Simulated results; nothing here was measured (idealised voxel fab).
Process module heading - voxel lift off
The width of the displayed cross-section, cut, is 165 nm; its cells are square, with a size of 5 nm.
Cross-section = grid of square cells, listed top down in bands; band = one or more rows. For a band, the entry starts with two heights in nm, that of the top and then that of the bottom, and carries on with the band's materials in order from left to right, each alongside its width in nm; the word "all across" beside a single material means it fills the band edge to edge, and "blank" means empty space. Zero point of the height axis is 0; under it, received wafer = one material. Lowest band: continues down indefinitely, "0 nm and below". Width spec "30 to 40" -> top row of cells at first value, bottom row at second value, equal per-row change in between. "nothing altered" after a step means that no cell of the cross-section changed. Empty spaces counting at least 8 cells and having no open way to the top are listed in "Non-vented voids". The notation width x height at distance is used for each, the distance being from the left edge and all three values in nm. On a step's line, text after the settings is the simulator commenting on that step. overlay nm: how far to the right of its planned place the mask lay on this masked step (negative: to the left).
Steps in the process plan:
1) RECEIVE | material Si
2) CONFORMAL_DEP | material Al2O3 | thk nm 5
3) PATTERN | tone open | mask id LINES | material resist | width nm 15 | pitch nm 45 | thk nm 20 | overlay nm -15
4) DIRECTIONAL_DEP | material Ru | thk nm 5
5) STRIP | etch materials resist
6) CONFORMAL_DEP | material SiCN | thk nm 5
The wafers are alike at the start. At step 3, their overlay nm differs. The plan lists the first wafer's value.
The first of several wafers as received, shown in cross-section; this is its state after step 1:
> 0 nm and below | Si all across
> Non-vented voids: none
Depicted here is the first of several wafers in cross-section, at module completion following the last step, step 6:
> 15 nm to 10 nm | blank 30 nm / SiCN 25 nm / blank 20 nm / SiCN 25 nm / blank 65 nm
> 10 nm to 5 nm | SiCN 35 nm / Ru 15 nm / SiCN 30 nm / Ru 15 nm / SiCN 70 nm
> 5 nm to 0 nm | Al2O3 all across
> 0 nm and below | Si all across
> Non-vented voids: none
Last wafer of the set, cross-sectioned at end of module:
> 15 nm to 10 nm | blank 60 nm / SiCN 25 nm / blank 20 nm / SiCN 25 nm / blank 35 nm
> 10 nm to 5 nm | SiCN 65 nm / Ru 15 nm / SiCN 30 nm / Ru 15 nm / SiCN 40 nm
> 5 nm to 0 nm | Al2O3 all across
> 0 nm and below | Si all across
> Non-vented voids: none
Per wafer, end of module: cells gained (+) or lost (-) per material since receipt, then closed voids:
overlay nm -15; +33 Al2O3; +6 Ru; +37 SiCN; Non-vented voids: none
overlay nm -10; +33 Al2O3; +6 Ru; +37 SiCN; Non-vented voids: none
overlay nm -5; +33 Al2O3; +6 Ru; +37 SiCN; Non-vented voids: none
overlay nm 0; +33 Al2O3; +6 Ru; +37 SiCN; Non-vented voids: none
overlay nm 5; +33 Al2O3; +6 Ru; +37 SiCN; Non-vented voids: none
overlay nm 10; +33 Al2O3; +6 Ru; +37 SiCN; Non-vented voids: none
overlay nm 15; +33 Al2O3; +6 Ru; +37 SiCN; Non-vented voids: none
